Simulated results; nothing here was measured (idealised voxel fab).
process module | voxel quadruple lines
The cross-section shown here is cut; it is 165 nm wide and divided into square cells measuring 5 nm on a side.
Heads up, the way a cross-section reads in here is a grid of square cells, handed over as bands from the top down, with every band being one or more rows of cells. Within each band entry, the heights of the top and of the bottom of the band appear first, in that order and in nm; the materials of the band then follow from left to right, each with its corresponding width in nm. The designation "throughout" on a single material indicates that it fills the band from edge to edge; the designation "empty" indicates empty space. Height 0 is the level under which the wafer as received is all one material. The lowest band goes on downwards, as in "0 down". Width "30..40": first value at the band's top row of cells, second value at its bottom row, equal change from row to row. Where a step carries "no modifications", the cross-section came out of it unchanged, cell for cell. Entry "Closed-off voids". Content: empty spaces with no open connection to the top, size 8 cells or greater. Each: width x height at distance. Distance: from left edge. Unit: nm. Whatever follows a step's settings on its line is a remark the simulator itself makes about that step. When a step includes a mask, the "overlay nm" setting on its line states how far to the right of its planned place that mask lay, and negative values state how far to the left.
## Planned process steps
1. RECEIVE | material Si
2. CONFORMAL_DEP | material SiO2 | thk nm 10
3. DIRECTIONAL_DEP | material TiN | thk nm 15
4. DIRECTIONAL_DEP | material polySi | thk nm 15
5. DIRECTIONAL_DEP | material aC | thk nm 20
6. PATTERN | tone cover | mask id MANDREL | material resist | width nm 25 | thk nm 30 | overlay nm 0
7. DIRECTIONAL_ETCH | etch materials aC | depth nm 20
8. STRIP | etch materials resist
9. CONFORMAL_DEP | material SiO2 | thk nm 15
10. DIRECTIONAL_ETCH | etch materials SiO2 | depth nm 15
11. STRIP | etch materials aC
12. DIRECTIONAL_ETCH | etch materials polySi | depth nm 15
13. STRIP | etch materials SiO2
14. CONFORMAL_DEP | material SiCN | thk nm 5
15. DIRECTIONAL_ETCH | etch materials SiCN | depth nm 5
16. STRIP | etch materials polySi
17. DIRECTIONAL_ETCH | etch materials TiN | depth nm 15
18. STRIP | etch materials SiCN
## The cross-section here shows the wafer as received, i.e. in its state after step 1
* 0 down  Si throughout
* Closed-off voids: none
## Wafer at module end, in section. Began as above, planned as above, run with one mistake
* 25 to 10  empty=55  TiN=5  empty=15  TiN=5  empty=15  TiN=5  empty=15  TiN=5  empty=45
* 10 to 0  SiO2 throughout
* 0 down  Si throughout
* Closed-off voids: none
What was done differently from what was planned? step 6 did not happen as planned, as run it was PATTERN | tone cover | mask id MANDREL | material resist | width nm 25 | thk nm 30 | overlay nm 5
